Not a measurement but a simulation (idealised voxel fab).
Title: Process Module voxel local oxidation
The width of the displayed cross-section, cut, is 165 nm; its cells are square, with a size of 5 nm.
Cross-section layout: square cells on a grid; listed as bands, top to bottom; a band spans one or more cell rows.
Per band: top height and bottom height in nm, followed by the left-to-right materials and their widths in nm; "full width" marks a single material spanning edge to edge, "blank" marks empty space.
Height 0 is the level under which the wafer as received is all one material. The lowest band goes on downwards, as in "z 0 and below".
It should be noted that a width expressed as "30 to 40" varies in equal increments from row to row of cells within the band, taking the value of the first number at the top row and that of the second number at the bottom row.
You'll sometimes find "everything unchanged" written for a step, and that's the way of saying that nowhere in the cross-section did a cell change during that step.
The entry titled "Enclosed void inventory" provides the empty spaces that have no open way to the top, restricted to those of 8 cells or more. Each is presented as width x height at distance, the distance being measured from the left edge, with all three in nm.
after a step's settings: what the simulator itself notes on the step
overlay nm, on a step with a mask: how far to the right of its planned place the mask lay; to the left if negative

[So here's the lineup of process steps we planned]
| 1 | RECEIVE [material Si] |
| 2 | OXIDIZE [depth nm 5] |
| 3 | CONFORMAL_DEP [material SiN] [thk nm 15] |
| 4 | PATTERN [tone cover] [mask id ACTIVE] [material resist] [width nm 105] [thk nm 15] [overlay nm 0] |
| 5 | DIRECTIONAL_ETCH [etch materials SiN] [depth nm 15] |
| 6 | STRIP [etch materials resist] |
| 7 | SELECTIVE_ETCH [etch materials SiO2] [depth nm 5] |
| 8 | OXIDIZE [depth nm 15] |
| 9 | STRIP [etch materials SiN] |

[Cross-section of the incoming wafer, state after step 1]
  z 0 and below = Si full width
  Enclosed void inventory: none

[End state of the module in cross-section, given the above starting point and plan and one mistake in execution]
  z 0 to -5 = blank=35; SiO2=95; blank=35
  z -5 to -30 = SiO2=60; Si=45; SiO2=60
  z -30 and below = Si full width
  Enclosed void inventory: none
What went wrong in running the wafer? rather than as planned, step 8 actually ran as OXIDIZE [depth nm 25]
